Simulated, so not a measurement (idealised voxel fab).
Process module heading - voxel air gaps
Square cells of 5 nm make up the cross-section cut, whose width is 245 nm.
Cross-sections here: square-cell grids, written as top-down lists of bands, a band being one or more rows of cells. Within each band entry, the heights of the top and of the bottom of the band appear first, in that order and in nm; the materials of the band then follow from left to right, each with its corresponding width in nm. The designation "throughout" on a single material indicates that it fills the band from edge to edge; the designation "air" indicates empty space. Heights are expressed relative to 0, this being the level below which the as-received wafer comprises one material exclusively. The lowest band is unbounded in the downward direction and is denoted as in "0..down". The expression "30 to 40" gives the width at the extremes of the band, the first number at its top row of cells and the second at its bottom row, with the width changing by equal amounts from each row to the next in between. "nothing altered" -> step changed no cross-section cell. "Entrapped voids" enumerates empty spaces isolated from the top, with no open way to it, that contain at least 8 cells, giving each as width x height at distance from the left edge, all three in nm. Formally, on a step line, whatever follows the settings is a remark that the simulator itself makes on the step. overlay nm: step with mask; distance mask lay right of planned place; negative value = left of planned place.

The following list gives the planned process steps:
1) RECEIVE (material Si)
2) CONFORMAL_DEP (material SiO2; thk nm 10)
3) CONFORMAL_DEP (material SiN; thk nm 5)
4) DIRECTIONAL_DEP (material lowk; thk nm 40)
5) DIRECTIONAL_DEP (material aC; thk nm 10)
6) PATTERN (tone open; mask id LINES; material resist; width nm 25; pitch nm 50; thk nm 30; overlay nm 0)
7) DIRECTIONAL_ETCH (etch materials aC; depth nm 10)
8) STRIP (etch materials resist)
9) DIRECTIONAL_ETCH (etch materials lowk; depth nm 40)
10) STRIP (etch materials aC)
11) CONFORMAL_DEP (material TiN; thk nm 5)
12) FILL_DEP (material Ru; thk nm 5)
13) CMP (height nm 55)
14) EPI (material Ru; thk nm 10)
15) SELECTIVE_ETCH (etch materials lowk; depth nm 50)
16) CONFORMAL_DEP (material SiN; thk nm 5)

First wafer, as planned:

Cross-sectional view of the wafer in its as-received condition, corresponding to the state after step 1:
- 0..down | Si throughout
- Entrapped voids: none

The following cross-section depicts the wafer upon completion of step 2:
- 10..0 | SiO2 throughout
- At heights below 0, the structure remains unaltered.

The following cross-section depicts the wafer upon completion of step 3:
- 15..10 | SiN throughout
- At heights below 10, the structure remains unaltered.

The following cross-section depicts the wafer upon completion of step 4:
- 55..15 | lowk throughout
- At heights below 15, the structure remains unaltered.

The following cross-section depicts the wafer upon completion of step 5:
- 65..55 | aC throughout
- At heights below 55, the structure remains unaltered.

The following cross-section depicts the wafer upon completion of step 6:
- 95..65 | 60 of resist | 25 of air | 25 of resist | 25 of air | 25 of resist | 25 of air | 60 of resist
- At heights below 65, the structure remains unaltered.

The following cross-section depicts the wafer upon completion of step 7:
- 85..65 | 60 of resist | 25 of air | 25 of resist | 25 of air | 25 of resist | 25 of air | 60 of resist
- 65..55 | 60 of aC | 25 of air | 25 of aC | 25 of air | 25 of aC | 25 of air | 60 of aC
- At heights below 55, the structure remains unaltered.

The following cross-section depicts the wafer upon completion of step 8:
- 65..55 | 60 of aC | 25 of air | 25 of aC | 25 of air | 25 of aC | 25 of air | 60 of aC
- At heights below 55, the structure remains unaltered.

The following cross-section depicts the wafer upon completion of step 9:
- 65..55 | 60 of aC | 25 of air | 25 of aC | 25 of air | 25 of aC | 25 of air | 60 of aC
- 55..15 | 60 of lowk | 25 of air | 25 of lowk | 25 of air | 25 of lowk | 25 of air | 60 of lowk
- At heights below 15, the structure remains unaltered.

The following cross-section depicts the wafer upon completion of step 10:
- 55..15 | 60 of lowk | 25 of air | 25 of lowk | 25 of air | 25 of lowk | 25 of air | 60 of lowk
- At heights below 15, the structure remains unaltered.

The following cross-section depicts the wafer upon completion of step 11:
- 60..55 | 65 of TiN | 15 of air | 35 of TiN | 15 of air | 35 of TiN | 15 of air | 65 of TiN
- 55..20 | 60 of lowk | 5 of TiN | 15 of air | 5 of TiN | 25 of lowk | 5 of TiN | 15 of air | 5 of TiN | 25 of lowk | 5 of TiN | 15 of air | 5 of TiN | 60 of lowk
- 20..15 | 60 of lowk | 25 of TiN | 25 of lowk | 25 of TiN | 25 of lowk | 25 of TiN | 60 of lowk
- At heights below 15, the structure remains unaltered.

The following cross-section depicts the wafer upon completion of step 12:
- 65..60 | Ru throughout
- 60..55 | 65 of TiN | 15 of Ru | 35 of TiN | 15 of Ru | 35 of TiN | 15 of Ru | 65 of TiN
- 55..20 | 60 of lowk | 5 of TiN | 15 of Ru | 5 of TiN | 25 of lowk | 5 of TiN | 15 of Ru | 5 of TiN | 25 of lowk | 5 of TiN | 15 of Ru | 5 of TiN | 60 of lowk
- At heights below 20, the structure remains unaltered.

The following cross-section depicts the wafer upon completion of step 13:
- 55..20 | 60 of lowk | 5 of TiN | 15 of Ru | 5 of TiN | 25 of lowk | 5 of TiN | 15 of Ru | 5 of TiN | 25 of lowk | 5 of TiN | 15 of Ru | 5 of TiN | 60 of lowk
- At heights below 20, the structure remains unaltered.

The following cross-section depicts the wafer upon completion of step 14:
- 65..55 | 50 of air | 45 of Ru | 5 of air | 45 of Ru | 5 of air | 45 of Ru | 50 of air
- At heights below 55, the structure remains unaltered.

The following cross-section depicts the wafer upon completion of step 15:
- 65..55 | 50 of air | 45 of Ru | 5 of air | 45 of Ru | 5 of air | 45 of Ru | 50 of air
- 55..20 | 60 of air | 5 of TiN | 15 of Ru | 5 of TiN | 25 of air | 5 of TiN | 15 of Ru | 5 of TiN | 25 of air | 5 of TiN | 15 of Ru | 5 of TiN | 60 of air
- 20..15 | 60 of air | 25 of TiN | 25 of air | 25 of TiN | 25 of air | 25 of TiN | 60 of air
- At heights below 15, the structure remains unaltered.

The following cross-section depicts the wafer upon completion of step 16:
- 70..65 | 45 of air | 155 of SiN | 45 of air
- 65..55 | 45 of air | 5 of SiN | 45 of Ru | 5 of SiN | 45 of Ru | 5 of SiN | 45 of Ru | 5 of SiN | 45 of air
- 55..50 | 45 of air | 15 of SiN | 5 of TiN | 15 of Ru | 5 of TiN | 25 of SiN | 5 of TiN | 15 of Ru | 5 of TiN | 25 of SiN | 5 of TiN | 15 of Ru | 5 of TiN | 15 of SiN | 45 of air
- 50..20 | 55 of air | 5 of SiN | 5 of TiN | 15 of Ru | 5 of TiN | 5 of SiN | 15 of air | 5 of SiN | 5 of TiN | 15 of Ru | 5 of TiN | 5 of SiN | 15 of air | 5 of SiN | 5 of TiN | 15 of Ru | 5 of TiN | 5 of SiN | 55 of air
- 20..15 | 60 of SiN | 25 of TiN | 25 of SiN | 25 of TiN | 25 of SiN | 25 of TiN | 60 of SiN
- At heights below 15, the structure remains unaltered.
- Entrapped voids: 15 x 30 at 90; 15 x 30 at 140

Second Wafer (Identical Start and Plan, One Processing Error; Matches First Wafer Through Step 5):

The second wafer in cross-section, at the planned close of step 6:
- 95..65 | 55 of resist | 25 of air | 25 of resist | 25 of air | 25 of resist | 25 of air | 65 of resist
- At heights below 65, the structure remains unaltered.

The second wafer in cross-section, at the planned close of step 7:
- 85..65 | 55 of resist | 25 of air | 25 of resist | 25 of air | 25 of resist | 25 of air | 65 of resist
- 65..55 | 55 of aC | 25 of air | 25 of aC | 25 of air | 25 of aC | 25 of air | 65 of aC
- At heights below 55, the structure remains unaltered.

The second wafer in cross-section, at the planned close of step 8:
- 65..55 | 55 of aC | 25 of air | 25 of aC | 25 of air | 25 of aC | 25 of air | 65 of aC
- At heights below 55, the structure remains unaltered.

The second wafer in cross-section, at the planned close of step 9:
- 65..55 | 55 of aC | 25 of air | 25 of aC | 25 of air | 25 of aC | 25 of air | 65 of aC
- 55..15 | 55 of lowk | 25 of air | 25 of lowk | 25 of air | 25 of lowk | 25 of air | 65 of lowk
- At heights below 15, the structure remains unaltered.

The second wafer in cross-section, at the planned close of step 10:
- 55..15 | 55 of lowk | 25 of air | 25 of lowk | 25 of air | 25 of lowk | 25 of air | 65 of lowk
- At heights below 15, the structure remains unaltered.

The second wafer in cross-section, at the planned close of step 11:
- 60..55 | 60 of TiN | 15 of air | 35 of TiN | 15 of air | 35 of TiN | 15 of air | 70 of TiN
- 55..20 | 55 of lowk | 5 of TiN | 15 of air | 5 of TiN | 25 of lowk | 5 of TiN | 15 of air | 5 of TiN | 25 of lowk | 5 of TiN | 15 of air | 5 of TiN | 65 of lowk
- 20..15 | 55 of lowk | 25 of TiN | 25 of lowk | 25 of TiN | 25 of lowk | 25 of TiN | 65 of lowk
- At heights below 15, the structure remains unaltered.

The second wafer in cross-section, at the planned close of step 12:
- 65..60 | Ru throughout
- 60..55 | 60 of TiN | 15 of Ru | 35 of TiN | 15 of Ru | 35 of TiN | 15 of Ru | 70 of TiN
- 55..20 | 55 of lowk | 5 of TiN | 15 of Ru | 5 of TiN | 25 of lowk | 5 of TiN | 15 of Ru | 5 of TiN | 25 of lowk | 5 of TiN | 15 of Ru | 5 of TiN | 65 of lowk
- At heights below 20, the structure remains unaltered.

The second wafer in cross-section, at the planned close of step 13:
- 55..20 | 55 of lowk | 5 of TiN | 15 of Ru | 5 of TiN | 25 of lowk | 5 of TiN | 15 of Ru | 5 of TiN | 25 of lowk | 5 of TiN | 15 of Ru | 5 of TiN | 65 of lowk
- At heights below 20, the structure remains unaltered.

The second wafer in cross-section, at the planned close of step 14:
- 65..55 | 45 of air | 45 of Ru | 5 of air | 45 of Ru | 5 of air | 45 of Ru | 55 of air
- At heights below 55, the structure remains unaltered.

The second wafer in cross-section, at the planned close of step 15:
- 65..55 | 45 of air | 45 of Ru | 5 of air | 45 of Ru | 5 of air | 45 of Ru | 55 of air
- 55..20 | 55 of air | 5 of TiN | 15 of Ru | 5 of TiN | 25 of air | 5 of TiN | 15 of Ru | 5 of TiN | 25 of air | 5 of TiN | 15 of Ru | 5 of TiN | 65 of air
- 20..15 | 55 of air | 25 of TiN | 25 of air | 25 of TiN | 25 of air | 25 of TiN | 65 of air
- At heights below 15, the structure remains unaltered.

The second wafer in cross-section, at the planned close of step 16:
- 70..65 | 40 of air | 155 of SiN | 50 of air
- 65..55 | 40 of air | 5 of SiN | 45 of Ru | 5 of SiN | 45 of Ru | 5 of SiN | 45 of Ru | 5 of SiN | 50 of air
- 55..50 | 40 of air | 15 of SiN | 5 of TiN | 15 of Ru | 5 of TiN | 25 of SiN | 5 of TiN | 15 of Ru | 5 of TiN | 25 of SiN | 5 of TiN | 15 of Ru | 5 of TiN | 15 of SiN | 50 of air
- 50..20 | 50 of air | 5 of SiN | 5 of TiN | 15 of Ru | 5 of TiN | 5 of SiN | 15 of air | 5 of SiN | 5 of TiN | 15 of Ru | 5 of TiN | 5 of SiN | 15 of air | 5 of SiN | 5 of TiN | 15 of Ru | 5 of TiN | 5 of SiN | 60 of air
- 20..15 | 55 of SiN | 25 of TiN | 25 of SiN | 25 of TiN | 25 of SiN | 25 of TiN | 65 of SiN
- At heights below 15, the structure remains unaltered.
- Entrapped voids: 15 x 30 at 85; 15 x 30 at 135
The plan and the run diverged here: contrary to plan, step 6 was performed as PATTERN (tone open; mask id LINES; material resist; width nm 25; pitch nm 50; thk nm 30; overlay nm -5)
If you tally the cells, the second wafer ends up with the same amount of every material as the first; it's all just sitting in different places.
